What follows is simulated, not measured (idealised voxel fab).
Process module, titled voxel lift off
FYI the section here is cut, 215 nm wide, cells are 5 nm squares.
Cross-section format: a grid of square cells, given as bands from top to bottom; each band is one or more rows of cells. This entry defines a band. It first specifies the height of the band's top and the height of its bottom in nm, and then specifies the band's materials from left to right, stating each material with its width in nm. The word "throughout" identifies a single material that fills the band from edge to edge, while the word "blank" identifies empty space. Heads up on the height convention: 0 is the point under which the incoming wafer is all one material, and the lowest band has no bottom, it just keeps going down, like "0 and below". With a width like "30->40", each row of cells in the band differs from the next by the same amount, the top row carrying the first number and the bottom row the second. "nothing changed" for a step: no cell of the cross-section changed in that step. Each empty space that has no open way to the top and spans at least 8 cells appears under "Internal closed voids" as width x height at distance, the distance counted from the left edge, all in nm. What comes after the settings on a step's line is commentary from the simulator itself on that step. overlay nm: for a step with a mask, the amount by which the mask lay right of where it was planned; a negative amount means left of it.
[The steps planned for the process are as follows]
1 op RECEIVE | material Si
2 op CONFORMAL_DEP | material Al2O3 | thk nm 15
3 op PATTERN | tone open | mask id LINES | material resist | width nm 15 | pitch nm 30 | thk nm 20 | overlay nm 0
4 op DIRECTIONAL_DEP | material Ru | thk nm 10
5 op STRIP | etch materials resist
6 op CONFORMAL_DEP | material SiO2 | thk nm 5
[Received-state cross-section, reflecting completion of step 1]
0 and below: Si throughout
Internal closed voids: none
[Module complete - cross-section of the first of two wafers, run according to plan]
30 down to 25: blank: 80 | SiO2: 25 | blank: 5 | SiO2: 25 | blank: 80
25 down to 20: blank: 80 | SiO2: 5 | Ru: 15 | SiO2: 5 | blank: 5 | SiO2: 5 | Ru: 15 | SiO2: 5 | blank: 80
20 down to 15: SiO2: 85 | Ru: 15 | SiO2: 15 | Ru: 15 | SiO2: 85
15 down to 0: Al2O3 throughout
0 and below: Si throughout
Internal closed voids: none
[Cross-section, wafer two of two, end of module: same start and plan as wafer one, one error in execution]
20 down to 15: SiO2 throughout
15 down to 0: Al2O3 throughout
0 and below: Si throughout
Internal closed voids: none
Finding, execution versus plan: step 4 of the plan was excluded from execution and never run
The closing comparison, in cells, has the second wafer with more or fewer of some materials than the first: -12 Ru; -8 SiO2
